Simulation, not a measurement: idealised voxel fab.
This is a process module. Its name is voxel capacitor over wiring.
In the cross-section labelled cut, the width is 240 nm and each square cell is 5 nm.
Format of a cross-section: grid, square cells. Given as bands. Order: top down. Band: one or more rows of cells.
Top, bottom (nm), then materials left to right with widths (nm); lone material tagged "full width" fills the whole band edge to edge; "empty" = empty space.
Zero point of the height axis is 0; under it, received wafer = one material. Lowest band: continues down indefinitely, "z 0 and below".
A two-number width, for instance "30 to 40", indicates that the width is equal to the first number in the top row of the band and to the second number in the bottom row, and that it changes by a constant amount per row of cells.
What does "no modifications" mean for a step? It means no cell of the cross-section changed in that step.
Look at "Enclosed void listing" for the closed voids: empty spaces with no open path to the top, sized 8 cells or up. Each is width x height at distance, distance from the left edge, all nm.
The remark found on a step's line after its settings is issued by the simulator itself and pertains to that step.
"overlay nm" denotes, for a step that has a mask, the displacement of the mask to the right of its planned place, with negative values corresponding to the left.
[Planned process steps]
- 1: RECEIVE,material Si
- 2: CONFORMAL_DEP,material SiO2,thk nm 10
- 3: DIRECTIONAL_DEP,material TiN,thk nm 5
- 4: DIRECTIONAL_DEP,material W,thk nm 15
- 5: DIRECTIONAL_DEP,material aC,thk nm 10
- 6: PATTERN,tone cover,mask id METAL_1,material resist,width nm 30,pitch nm 95,thk nm 25,overlay nm 0
- 7: DIRECTIONAL_ETCH,etch materials aC,depth nm 10
- 8: STRIP,etch materials resist
- 9: DIRECTIONAL_ETCH,etch materials W,depth nm 15
- 10: DIRECTIONAL_ETCH,etch materials TiN,depth nm 5
- 11: STRIP,etch materials aC
- 12: CONFORMAL_DEP,material SiN,thk nm 5
- 13: FILL_DEP,material lowk,thk nm 5
- 14: CMP,height nm 30
- 15: CONFORMAL_DEP,material SiCN,thk nm 5
- 16: DIRECTIONAL_DEP,material lowk,thk nm 10
- 17: PATTERN,tone open,mask id PLUG_1,material resist,width nm 15,thk nm 20,overlay nm 0
- 18: DIRECTIONAL_ETCH,etch materials lowk,depth nm 10
- 19: DIRECTIONAL_ETCH,etch materials SiCN,depth nm 5
- 20: STRIP,etch materials resist
- 21: CONFORMAL_DEP,material TiN,thk nm 5
- 22: FILL_DEP,material Ru,thk nm 5
- 23: CMP,height nm 45
- 24: DIRECTIONAL_DEP,material TiN,thk nm 5
- 25: DIRECTIONAL_DEP,material Al2O3,thk nm 5
- 26: DIRECTIONAL_DEP,material TiN,thk nm 5
- 27: DIRECTIONAL_DEP,material aC,thk nm 15
- 28: PATTERN,tone cover,mask id UPPER_PLATE,material resist,width nm 70,thk nm 35,overlay nm 0
- 29: DIRECTIONAL_ETCH,etch materials aC,depth nm 15
- 30: STRIP,etch materials resist
- 31: DIRECTIONAL_ETCH,etch materials TiN,depth nm 5
- 32: DIRECTIONAL_ETCH,etch materials Al2O3,depth nm 5
- 33: STRIP,etch materials aC
- 34: MASKED_ETCH,tone cover,mask id LOWER_PLATE,width nm 80,etch materials TiN,depth nm 5,overlay nm 0
- 35: FILL_DEP,material SiO2,thk nm 20
- 36: CMP,height nm 75
- 37: MASKED_ETCH,tone open,mask id PLUG_2,width nm 15,etch materials SiO2,depth nm 15,overlay nm 0
- 38: CONFORMAL_DEP,material TiN,thk nm 5
- 39: FILL_DEP,material Ru,thk nm 5
- 40: CMP,height nm 75
- 41: CONFORMAL_DEP,material SiN,thk nm 5
[Shown in cross-section is the wafer as received, that is, as it stands after step 1]
* z 0 and below = Si full width
* Enclosed void listing: none
[The first of two wafers, cross-sectioned at the end of the module, with the run proceeding as planned]
* z 80 to 75 = SiN full width
* z 75 to 65 = 80 nm SiO2; 5 nm TiN; 5 nm Ru; 5 nm TiN; 145 nm SiO2
* z 65 to 55 = 80 to 70 nm SiO2; 15 to 70 nm TiN; 145 to 100 nm SiO2
* z 55 to 50 = 70 nm SiO2; 70 nm Al2O3; 100 nm SiO2
* z 50 to 45 = 65 nm SiO2; 80 nm TiN; 95 nm SiO2
* z 45 to 35 = 70 nm lowk; 5 nm TiN; 5 nm Ru; 5 nm TiN; 155 nm lowk
* z 35 to 30 = 70 nm SiCN; 15 nm TiN; 155 nm SiCN
* z 30 to 15 = 50 nm lowk; 5 nm SiN; 30 nm W; 5 nm SiN; 55 nm lowk; 5 nm SiN; 30 nm W; 5 nm SiN; 55 nm lowk
* z 15 to 10 = 55 nm SiN; 30 nm TiN; 65 nm SiN; 30 nm TiN; 60 nm SiN
* z 10 to 0 = SiO2 full width
* z 0 and below = Si full width
* Enclosed void listing: none
[Here's the second of our two wafers sectioned at module end. Same start as the first, same plan, but one mistake got made running it]
* z 80 to 75 = SiN full width
* z 75 to 65 = 80 nm SiO2; 5 nm TiN; 5 nm Ru; 5 nm TiN; 145 nm SiO2
* z 65 to 60 = 80 nm SiO2; 15 nm TiN; 145 nm SiO2
* z 60 to 55 = SiO2 full width
* z 55 to 50 = 70 nm SiO2; 70 nm Al2O3; 100 nm SiO2
* z 50 to 45 = 65 nm SiO2; 80 nm TiN; 95 nm SiO2
* z 45 to 35 = 70 nm lowk; 5 nm TiN; 5 nm Ru; 5 nm TiN; 155 nm lowk
* z 35 to 30 = 70 nm SiCN; 15 nm TiN; 155 nm SiCN
* z 30 to 15 = 50 nm lowk; 5 nm SiN; 30 nm W; 5 nm SiN; 55 nm lowk; 5 nm SiN; 30 nm W; 5 nm SiN; 55 nm lowk
* z 15 to 10 = 55 nm SiN; 30 nm TiN; 65 nm SiN; 30 nm TiN; 60 nm SiN
* z 10 to 0 = SiO2 full width
* z 0 and below = Si full width
* Enclosed void listing: none
Deviation from plan: not run: step 26 of the plan (skipped)
Final tally in cells, some materials are higher or lower on the second wafer than on the first: SiO2 +14 | TiN -14
